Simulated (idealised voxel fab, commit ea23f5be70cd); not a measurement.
This section sets out a process module, namely voxel spacer lines.
Cross-section cut: width 260 nm, square cells of 5 nm.
The cross-sections in this document take the form of a grid made of square cells. They are written out as bands, in order from top to bottom. Each band consists of one or more rows of cells. The entry gives the band's vertical extent as a top height and a bottom height in nm, then its horizontal make-up as materials from left to right, each with a width in nm. "air" stands for empty space; a single material marked "all across" fills the band edge to edge. We count height from 0. Below that, the starting wafer is all one material. The lowest band never ends at the bottom but goes on down; see "from 0 down" for how that is written. A two-number width, for instance "30->40", indicates that the width is equal to the first number in the top row of the band and to the second number in the bottom row, and that it changes by a constant amount per row of cells. Reading "nothing changed" for a step: not a cell of the cross-section changed in it. Listed in "Closed cavities": every empty space of 8 or more cells without an open way to the top. Form: width x height at distance, the distance being from the left edge, all in nm. Read whatever lies past the settings on a step's line as the simulator's own remark about the step. The line of a step may include "overlay nm". On a step with a mask, this value is how far to the right of its planned place the mask lay. A negative value means the mask lay to the left.

plan:
1. op RECEIVE | material Si
2. op CONFORMAL_DEP | material SiO2 | thk nm 5
3. op DIRECTIONAL_DEP | material W | thk nm 15
4. op DIRECTIONAL_DEP | material polySi | thk nm 25
5. op PATTERN | tone cover | mask id MANDREL | material resist | width nm 25 | pitch nm 80 | thk nm 30 | overlay nm 0
6. op DIRECTIONAL_ETCH | etch materials polySi | depth nm 25
7. op STRIP | etch materials resist
8. op CONFORMAL_DEP | material SiN | thk nm 15
9. op DIRECTIONAL_ETCH | etch materials SiN | depth nm 15
10. op STRIP | etch materials polySi
11. op DIRECTIONAL_ETCH | etch materials W | depth nm 15
12. op STRIP | etch materials SiN
13. op FILL_DEP | material lowk | thk nm 5
14. op CMP | height nm 20

Received-state cross-section, reflecting completion of step 1:
from 0 down  Si all across
Closed cavities: none

Module complete - cross-section of the first of two wafers, run according to plan:
from 20 to 5  lowk: 60 / W: 15 / lowk: 25 / W: 15 / lowk: 25 / W: 15 / lowk: 25 / W: 15 / lowk: 65
from 5 to 0  SiO2 all across
from 0 down  Si all across
Closed cavities: none

Cross-section, wafer two of two, end of module: same start and plan as wafer one, one error in execution:
from 15 to 5  lowk: 60 / W: 15 / lowk: 25 / W: 15 / lowk: 25 / W: 15 / lowk: 25 / W: 15 / lowk: 65
from 5 to 0  SiO2 all across
from 0 down  Si all across
Closed cavities: none
Plan not followed: note that step 14 departed from the planned setting and was carried out as op CMP | height nm 15
Final cells, second wafer relative to first, materials higher or lower: -12 W, -40 lowk
